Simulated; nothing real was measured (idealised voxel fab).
process module | voxel air gaps
cross-section cut | 260 nm wide | cells 5 nm
A cross-section is a grid of square cells, given in bands from the top down. A band is one or more rows of cells.
Each band's line starts with the height of the band's top and of its bottom, in nm. Then come its materials from left to right, each with its width in nm. One material with "throughout" fills the band from edge to edge. "air" is empty space.
Height 0 is the level under which the wafer as received is all one material. The lowest band goes on downwards, as in "0 down".
A width such as "30 to 40" changes by the same amount from each row of cells to the next, from the band's top row to its bottom row.
"no change" after a step means that no cell of the cross-section changed.
closed voids: empty space of 8 cells or more with no open way to the top, each as width x height at its distance from the left edge, in nm
after a step's settings: what the simulator itself notes on the step
overlay nm, on a step with a mask: how far to the right of its planned place the mask lay; to the left if negative
plan
1 op RECEIVE | material Si
2 op CONFORMAL_DEP | material SiO2 | thk nm 10
3 op CONFORMAL_DEP | material SiCN | thk nm 5
4 op DIRECTIONAL_DEP | material lowk | thk nm 35
5 op DIRECTIONAL_DEP | material aC | thk nm 10
6 op PATTERN | tone open | mask id LINES | material resist | width nm 25 | pitch nm 55 | thk nm 30 | overlay nm 0
7 op DIRECTIONAL_ETCH | etch materials aC | depth nm 10
8 op STRIP | etch materials resist
9 op DIRECTIONAL_ETCH | etch materials lowk | depth nm 35
10 op STRIP | etch materials aC
11 op CONFORMAL_DEP | material TiN | thk nm 5
12 op FILL_DEP | material Ru | thk nm 10
13 op CMP | height nm 50
14 op EPI | material Ru | thk nm 10
15 op SELECTIVE_ETCH | etch materials lowk | depth nm 45
16 op CONFORMAL_DEP | material SiCN | thk nm 5
first wafer, as planned
as received, after step 1
  0 down: Si throughout
  closed voids: none
after step 2
  10 to 0: SiO2 throughout
  below 0: unchanged
after step 3
  15 to 10: SiCN throughout
  below 10: unchanged
after step 4
  50 to 15: lowk throughout
  below 15: unchanged
after step 5
  60 to 50: aC throughout
  below 50: unchanged
after step 6
  90 to 60: resist 35 | air 25 | resist 30 | air 25 | resist 30 | air 25 | resist 30 | air 25 | resist 35
  below 60: unchanged
after step 7
  80 to 60: resist 35 | air 25 | resist 30 | air 25 | resist 30 | air 25 | resist 30 | air 25 | resist 35
  60 to 50: aC 35 | air 25 | aC 30 | air 25 | aC 30 | air 25 | aC 30 | air 25 | aC 35
  below 50: unchanged
after step 8
  60 to 50: aC 35 | air 25 | aC 30 | air 25 | aC 30 | air 25 | aC 30 | air 25 | aC 35
  below 50: unchanged
after step 9
  60 to 50: aC 35 | air 25 | aC 30 | air 25 | aC 30 | air 25 | aC 30 | air 25 | aC 35
  50 to 15: lowk 35 | air 25 | lowk 30 | air 25 | lowk 30 | air 25 | lowk 30 | air 25 | lowk 35
  below 15: unchanged
after step 10
  50 to 15: lowk 35 | air 25 | lowk 30 | air 25 | lowk 30 | air 25 | lowk 30 | air 25 | lowk 35
  below 15: unchanged
after step 11
  55 to 50: TiN 40 | air 15 | TiN 40 | air 15 | TiN 40 | air 15 | TiN 40 | air 15 | TiN 40
  50 to 20: lowk 35 | TiN 5 | air 15 | TiN 5 | lowk 30 | TiN 5 | air 15 | TiN 5 | lowk 30 | TiN 5 | air 15 | TiN 5 | lowk 30 | TiN 5 | air 15 | TiN 5 | lowk 35
  20 to 15: lowk 35 | TiN 25 | lowk 30 | TiN 25 | lowk 30 | TiN 25 | lowk 30 | TiN 25 | lowk 35
  below 15: unchanged
after step 12
  65 to 55: Ru throughout
  55 to 50: TiN 40 | Ru 15 | TiN 40 | Ru 15 | TiN 40 | Ru 15 | TiN 40 | Ru 15 | TiN 40
  50 to 20: lowk 35 | TiN 5 | Ru 15 | TiN 5 | lowk 30 | TiN 5 | Ru 15 | TiN 5 | lowk 30 | TiN 5 | Ru 15 | TiN 5 | lowk 30 | TiN 5 | Ru 15 | TiN 5 | lowk 35
  below 20: unchanged
after step 13
  50 to 20: lowk 35 | TiN 5 | Ru 15 | TiN 5 | lowk 30 | TiN 5 | Ru 15 | TiN 5 | lowk 30 | TiN 5 | Ru 15 | TiN 5 | lowk 30 | TiN 5 | Ru 15 | TiN 5 | lowk 35
  below 20: unchanged
after step 14
  60 to 50: air 25 | Ru 45 | air 10 | Ru 45 | air 10 | Ru 45 | air 10 | Ru 45 | air 25
  below 50: unchanged
after step 15
  60 to 50: air 25 | Ru 45 | air 10 | Ru 45 | air 10 | Ru 45 | air 10 | Ru 45 | air 25
  50 to 20: air 35 | TiN 5 | Ru 15 | TiN 5 | air 30 | TiN 5 | Ru 15 | TiN 5 | air 30 | TiN 5 | Ru 15 | TiN 5 | air 30 | TiN 5 | Ru 15 | TiN 5 | air 35
  20 to 15: air 35 | TiN 25 | air 30 | TiN 25 | air 30 | TiN 25 | air 30 | TiN 25 | air 35
  below 15: unchanged
after step 16
  65 to 60: air 20 | SiCN 220 | air 20
  60 to 50: air 20 | SiCN 5 | Ru 45 | SiCN 10 | Ru 45 | SiCN 10 | Ru 45 | SiCN 10 | Ru 45 | SiCN 5 | air 20
  50 to 45: air 20 | SiCN 15 | TiN 5 | Ru 15 | TiN 5 | SiCN 30 | TiN 5 | Ru 15 | TiN 5 | SiCN 30 | TiN 5 | Ru 15 | TiN 5 | SiCN 30 | TiN 5 | Ru 15 | TiN 5 | SiCN 15 | air 20
  45 to 20: air 30 | SiCN 5 | TiN 5 | Ru 15 | TiN 5 | SiCN 5 | air 20 | SiCN 5 | TiN 5 | Ru 15 | TiN 5 | SiCN 5 | air 20 | SiCN 5 | TiN 5 | Ru 15 | TiN 5 | SiCN 5 | air 20 | SiCN 5 | TiN 5 | Ru 15 | TiN 5 | SiCN 5 | air 30
  20 to 15: SiCN 35 | TiN 25 | SiCN 30 | TiN 25 | SiCN 30 | TiN 25 | SiCN 30 | TiN 25 | SiCN 35
  below 15: unchanged
  closed voids: 20 x 25 at 65; 20 x 25 at 120; 20 x 25 at 175
second wafer: like start, like plan, one mistake. Through step 12 it matches the first wafer
when step 13 should have ended
  40 to 20: lowk 35 | TiN 5 | Ru 15 | TiN 5 | lowk 30 | TiN 5 | Ru 15 | TiN 5 | lowk 30 | TiN 5 | Ru 15 | TiN 5 | lowk 30 | TiN 5 | Ru 15 | TiN 5 | lowk 35
  below 20: unchanged
when step 14 should have ended
  50 to 40: air 25 | Ru 45 | air 10 | Ru 45 | air 10 | Ru 45 | air 10 | Ru 45 | air 25
  below 40: unchanged
when step 15 should have ended
  50 to 40: air 25 | Ru 45 | air 10 | Ru 45 | air 10 | Ru 45 | air 10 | Ru 45 | air 25
  40 to 20: air 35 | TiN 5 | Ru 15 | TiN 5 | air 30 | TiN 5 | Ru 15 | TiN 5 | air 30 | TiN 5 | Ru 15 | TiN 5 | air 30 | TiN 5 | Ru 15 | TiN 5 | air 35
  20 to 15: air 35 | TiN 25 | air 30 | TiN 25 | air 30 | TiN 25 | air 30 | TiN 25 | air 35
  below 15: unchanged
when step 16 should have ended
  55 to 50: air 20 | SiCN 220 | air 20
  50 to 40: air 20 | SiCN 5 | Ru 45 | SiCN 10 | Ru 45 | SiCN 10 | Ru 45 | SiCN 10 | Ru 45 | SiCN 5 | air 20
  40 to 35: air 20 | SiCN 15 | TiN 5 | Ru 15 | TiN 5 | SiCN 30 | TiN 5 | Ru 15 | TiN 5 | SiCN 30 | TiN 5 | Ru 15 | TiN 5 | SiCN 30 | TiN 5 | Ru 15 | TiN 5 | SiCN 15 | air 20
  35 to 20: air 30 | SiCN 5 | TiN 5 | Ru 15 | TiN 5 | SiCN 5 | air 20 | SiCN 5 | TiN 5 | Ru 15 | TiN 5 | SiCN 5 | air 20 | SiCN 5 | TiN 5 | Ru 15 | TiN 5 | SiCN 5 | air 20 | SiCN 5 | TiN 5 | Ru 15 | TiN 5 | SiCN 5 | air 30
  20 to 15: SiCN 35 | TiN 25 | SiCN 30 | TiN 25 | SiCN 30 | TiN 25 | SiCN 30 | TiN 25 | SiCN 35
  below 15: unchanged
  closed voids: 20 x 15 at 65; 20 x 15 at 120; 20 x 15 at 175
what went wrong: step 13 ran as: op CMP | height nm 40
at the end the second wafer has, in cells: 24 fewer of Ru | 16 fewer of SiCN | 16 fewer of TiN
